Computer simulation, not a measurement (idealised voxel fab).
The document below concerns the process module designated voxel air gaps.
Square cells of 5 nm make up the cross-section cut, whose width is 205 nm.
We lay out every cross-section as a grid of square cells and spell it out in bands from the top down, where one band means one or more rows of cells. In this notation a band is specified by the heights of its top and bottom, in that order and in nm, after which its materials appear from left to right, each paired with its width in nm. The word "edge to edge" attached to a single material means that material fills the band from edge to edge; the word "air" stands for empty space. Heights are measured from 0, the level below which the as-received wafer is all one material; the lowest band has no bottom and continues downward, written as in "0 and below". Note: "30..40" means the width goes from the first number (top row of the band) to the second number (bottom row) in equal steps per row of cells. When a step is marked "no change", none of the cells in the cross-section changed during that step. Any empty space of 8 cells or more lacking an open way to the top shows up in "Fully sealed voids" as width x height at distance, distance from the left edge, in nm. On each step's line, the part that comes after the settings is the simulator's own comment on the step. A step's line can hold "overlay nm"; with a mask on that step, the setting says how far right of the planned place the mask lay, while a negative setting says it lay to the left.

[Here's what the planned process steps look like]
1. RECEIVE with material Si
2. CONFORMAL_DEP with material SiO2, thk nm 10
3. CONFORMAL_DEP with material SiN, thk nm 5
4. DIRECTIONAL_DEP with material SiO2, thk nm 35
5. PATTERN with tone open, mask id LINES, material resist, width nm 25, pitch nm 55, thk nm 20, overlay nm 0
6. DIRECTIONAL_ETCH with etch materials SiO2, depth nm 35
7. STRIP with etch materials resist
8. CONFORMAL_DEP with material TiN, thk nm 5
9. FILL_DEP with material Ru, thk nm 5
10. CMP with height nm 50
11. EPI with material Ru, thk nm 10
12. SELECTIVE_ETCH with etch materials SiO2, depth nm 45
13. CONFORMAL_DEP with material SiCN, thk nm 5

[Shown in cross-section is the wafer as received, that is, as it stands after step 1]
> 0 and below: Si edge to edge
> Fully sealed voids: none

[Starting wafer: above. Plan: above. Run: one mistake. Cross-section after the module: below]
> 65 down to 60: SiCN edge to edge
> 60 down to 50: Ru 45 nm / SiCN 5 nm / Ru 50 nm / SiCN 5 nm / Ru 50 nm / SiCN 5 nm / Ru 45 nm
> 50 down to 45: Ru 30 nm / TiN 5 nm / SiCN 25 nm / TiN 5 nm / Ru 20 nm / TiN 5 nm / SiCN 25 nm / TiN 5 nm / Ru 20 nm / TiN 5 nm / SiCN 25 nm / TiN 5 nm / Ru 30 nm
> 45 down to 20: Ru 30 nm / TiN 5 nm / SiCN 5 nm / air 15 nm / SiCN 5 nm / TiN 5 nm / Ru 20 nm / TiN 5 nm / SiCN 5 nm / air 15 nm / SiCN 5 nm / TiN 5 nm / Ru 20 nm / TiN 5 nm / SiCN 5 nm / air 15 nm / SiCN 5 nm / TiN 5 nm / Ru 30 nm
> 20 down to 15: TiN 35 nm / SiCN 25 nm / TiN 30 nm / SiCN 25 nm / TiN 30 nm / SiCN 25 nm / TiN 35 nm
> 15 down to 10: SiN edge to edge
> 10 down to 0: SiO2 edge to edge
> 0 and below: Si edge to edge
> Fully sealed voids: 15 x 25 at 40; 15 x 25 at 95; 15 x 25 at 150
The plan and the run diverged here: for step 5, the planned setting was not used; the step was instead run as PATTERN with tone cover, mask id LINES, material resist, width nm 25, pitch nm 55, thk nm 20, overlay nm 0
